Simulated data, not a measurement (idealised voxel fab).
The name of this process module is voxel transistor to metal.
Xsec cut, 215 nm wide, square cell size 5 nm.
Cross-sections here: square-cell grids, written as top-down lists of bands, a band being one or more rows of cells. Per band: top height and bottom height in nm, followed by the left-to-right materials and their widths in nm; "everywhere" marks a single material spanning edge to edge, "empty" marks empty space. Note: height 0 marks the level under which the wafer is uniformly one material as received. Lowest band unbounded below, written "top 0, no bottom". The expression "30..40" gives the width at the extremes of the band, the first number at its top row of cells and the second at its bottom row, with the width changing by equal amounts from each row to the next in between. "no alterations made" (step): cross-section cells unchanged, all of them. For the entry "Enclosed void inventory", the listed items are empty spaces with no open way to the top whose size is 8 cells or more; each item follows the pattern width x height at distance, where distance is from the left edge and all three are in nm. That trailing text on a step's line, after the settings, is the simulator's own remark on the step. A step line may carry the setting "overlay nm", which, for steps involving a mask, states the distance by which the mask lay to the right of its intended position; negative values denote displacement to the left.
# Listed below are the process steps as planned
1,RECEIVE,material Si
2,OXIDIZE,depth nm 5
3,CONFORMAL_DEP,material SiN,thk nm 15
4,MASKED_ETCH,tone cover,mask id ACTIVE,width nm 135,etch materials SiN,depth nm 15,overlay nm 0
5,MASKED_ETCH,tone cover,mask id ACTIVE,width nm 135,etch materials SiO2,depth nm 5,overlay nm 0
6,MASKED_ETCH,tone cover,mask id ACTIVE,width nm 135,etch materials Si,depth nm 35,overlay nm 0
7,OXIDIZE,depth nm 5
8,FILL_DEP,material SiO2,thk nm 5
9,CMP,height nm 15
10,SELECTIVE_ETCH,etch materials SiO2,depth nm 10
11,STRIP,etch materials SiN
12,SELECTIVE_ETCH,etch materials SiO2,depth nm 5
13,OXIDIZE,depth nm 5
14,DIRECTIONAL_DEP,material polySi,thk nm 25
15,DIRECTIONAL_DEP,material SiCN,thk nm 10
16,PATTERN,tone cover,mask id GATE,material resist,width nm 35,thk nm 15,overlay nm 0
17,DIRECTIONAL_ETCH,etch materials SiCN,depth nm 20
18,DIRECTIONAL_ETCH,etch materials polySi,depth nm 35
19,STRIP,etch materials resist
20,CONFORMAL_DEP,material SiO2,thk nm 5
21,DIRECTIONAL_ETCH,etch materials SiO2,depth nm 5
22,CONFORMAL_DEP,material SiN,thk nm 5
23,DIRECTIONAL_ETCH,etch materials SiN,depth nm 5
24,DIRECTIONAL_ETCH,etch materials SiO2,depth nm 5
25,DIRECTIONAL_ETCH,etch materials Si,depth nm 5
26,EPI,material pSi,thk nm 5
27,FILL_DEP,material SiO2,thk nm 10
28,CMP,height nm 20
29,STRIP,etch materials polySi
30,SELECTIVE_ETCH,etch materials SiO2,depth nm 5
31,CONFORMAL_DEP,material HfO2,thk nm 5
32,CONFORMAL_DEP,material TiN,thk nm 5
33,FILL_DEP,material W,thk nm 5
34,CMP,height nm 15
35,DIRECTIONAL_DEP,material SiO2,thk nm 15
36,MASKED_ETCH,tone open,mask id CONTACT,width nm 20,pitch nm 95,etch materials SiO2,depth nm 40,overlay nm 0
37,CONFORMAL_DEP,material TiN,thk nm 5
38,FILL_DEP,material Ru,thk nm 10
39,CMP,height nm 30
40,DIRECTIONAL_DEP,material TiN,thk nm 5
41,DIRECTIONAL_DEP,material W,thk nm 20
42,PATTERN,tone cover,mask id METAL_1,material resist,width nm 20,pitch nm 95,thk nm 15,overlay nm 0
43,DIRECTIONAL_ETCH,etch materials W,depth nm 20
44,DIRECTIONAL_ETCH,etch materials TiN,depth nm 5
45,STRIP,etch materials resist
46,CONFORMAL_DEP,material SiCN,thk nm 5
47,FILL_DEP,material lowk,thk nm 5
48,CMP,height nm 55
49,CONFORMAL_DEP,material SiCN,thk nm 5
50,DIRECTIONAL_DEP,material lowk,thk nm 25
51,PATTERN,tone open,mask id METAL_2_HOLES,material resist,width nm 15,pitch nm 95,thk nm 20,overlay nm 0
52,DIRECTIONAL_ETCH,etch materials lowk,depth nm 25
53,STRIP,etch materials resist
54,DIRECTIONAL_DEP,material aC,thk nm 10
55,PATTERN,tone open,mask id METAL_2,material resist,width nm 20,pitch nm 95,thk nm 25,overlay nm 0
56,DIRECTIONAL_ETCH,etch materials aC,depth nm 10
57,STRIP,etch materials resist
58,DIRECTIONAL_ETCH,etch materials lowk,depth nm 15
59,DIRECTIONAL_ETCH,etch materials SiCN,depth nm 5
60,STRIP,etch materials aC
61,CONFORMAL_DEP,material TiN,thk nm 5
62,FILL_DEP,material Ru,thk nm 5
63,CMP,height nm 85
64,CONFORMAL_DEP,material SiCN,thk nm 5
# Wafer at receipt (post step 1), cross-section
* top 0, no bottom = Si everywhere
* Enclosed void inventory: none
# Wafer cross-section at module end: first of two, run to plan
* top 90, bottom 85 = SiCN everywhere
* top 85, bottom 75 = lowk: 50, TiN: 5, Ru: 10, TiN: 5, lowk: 75, TiN: 5, Ru: 10, TiN: 5, lowk: 50
* top 75, bottom 70 = lowk: 50, TiN: 5, Ru: 5, TiN: 10, lowk: 75, TiN: 5, Ru: 5, TiN: 10, lowk: 50
* top 70, bottom 60 = lowk: 50, TiN: 5, Ru: 5, TiN: 5, lowk: 80, TiN: 5, Ru: 5, TiN: 5, lowk: 55
* top 60, bottom 55 = SiCN: 50, TiN: 15, SiCN: 80, TiN: 15, SiCN: 55
* top 55, bottom 35 = lowk: 45, SiCN: 5, W: 20, SiCN: 5, lowk: 65, SiCN: 5, W: 20, SiCN: 5, lowk: 45
* top 35, bottom 30 = SiCN: 50, TiN: 20, SiCN: 75, TiN: 20, SiCN: 50
* top 30, bottom 15 = SiO2: 50, TiN: 5, Ru: 10, TiN: 5, SiO2: 75, TiN: 5, Ru: 10, TiN: 5, SiO2: 50
* top 15, bottom 0 = SiO2: 50, TiN: 5, Ru: 10, TiN: 5, SiO2: 10, SiN: 5, HfO2: 5, TiN: 5, W: 25, TiN: 5, HfO2: 5, SiN: 5, SiO2: 10, TiN: 5, Ru: 10, TiN: 5, SiO2: 50
* top 0, bottom -5 = SiO2: 40, SiN: 5, SiO2: 5, TiN: 5, Ru: 10, TiN: 5, SiO2: 10, SiN: 5, HfO2: 5, TiN: 35, HfO2: 5, SiN: 5, SiO2: 10, TiN: 5, Ru: 10, TiN: 5, SiO2: 5, SiN: 5, SiO2: 40
* top -5, bottom -10 = SiO2: 50, TiN: 20, SiO2: 5, pSi: 5, SiO2: 5, HfO2: 45, SiO2: 5, pSi: 5, SiO2: 5, TiN: 20, SiO2: 50
* top -10, bottom -15 = SiO2: 45, pSi: 35, Si: 55, pSi: 35, SiO2: 45
* top -15, bottom -45 = SiO2: 45, Si: 125, SiO2: 45
* top -45, no bottom = Si everywhere
* Enclosed void inventory: none
# Cross-section, wafer two of two, end of module: same start and plan as wafer one, one error in execution
* top 90, bottom 85 = SiCN everywhere
* top 85, bottom 75 = lowk: 50, TiN: 5, Ru: 10, TiN: 5, lowk: 75, TiN: 5, Ru: 10, TiN: 5, lowk: 50
* top 75, bottom 70 = lowk: 50, TiN: 5, Ru: 5, TiN: 10, lowk: 75, TiN: 5, Ru: 5, TiN: 10, lowk: 50
* top 70, bottom 60 = lowk: 50, TiN: 5, Ru: 5, TiN: 5, lowk: 80, TiN: 5, Ru: 5, TiN: 5, lowk: 55
* top 60, bottom 55 = SiCN: 50, TiN: 15, SiCN: 80, TiN: 15, SiCN: 55
* top 55, bottom 35 = lowk: 45, SiCN: 5, W: 20, SiCN: 5, lowk: 65, SiCN: 5, W: 20, SiCN: 5, lowk: 45
* top 35, bottom 30 = SiCN: 50, TiN: 20, SiCN: 75, TiN: 20, SiCN: 50
* top 30, bottom 20 = SiO2: 50, TiN: 5, Ru: 10, TiN: 5, SiO2: 75, TiN: 5, Ru: 10, TiN: 5, SiO2: 50
* top 20, bottom 15 = SiO2: 50, TiN: 20, SiO2: 75, TiN: 20, SiO2: 50
* top 15, bottom 5 = W: 85, TiN: 5, HfO2: 5, SiN: 5, SiO2: 15, SiN: 5, HfO2: 5, TiN: 5, W: 85
* top 5, bottom 0 = TiN: 40, W: 45, TiN: 5, HfO2: 5, SiN: 5, SiO2: 15, SiN: 5, HfO2: 5, TiN: 5, W: 45, TiN: 40
* top 0, bottom -5 = HfO2: 35, TiN: 55, HfO2: 5, SiN: 5, SiO2: 15, SiN: 5, HfO2: 5, TiN: 55, HfO2: 35
* top -5, bottom -10 = SiO2: 30, HfO2: 65, SiO2: 5, pSi: 5, SiO2: 5, pSi: 5, SiO2: 5, HfO2: 65, SiO2: 30
* top -10, bottom -15 = SiO2: 45, Si: 55, pSi: 15, Si: 55, SiO2: 45
* top -15, bottom -45 = SiO2: 45, Si: 125, SiO2: 45
* top -45, no bottom = Si everywhere
* Enclosed void inventory: none
Diagnosis: step 16: run off-plan, actual operation and settings PATTERN,tone open,mask id GATE,material resist,width nm 35,thk nm 15,overlay nm 0
Once processing is complete, comparing cell counts shows that the second wafer has more or fewer of certain materials than the first: HfO2: 31 more | Ru: 20 fewer | Si: 11 more | SiN: 2 fewer | SiO2: 91 fewer | TiN: 11 more | W: 71 more | pSi: 11 fewer
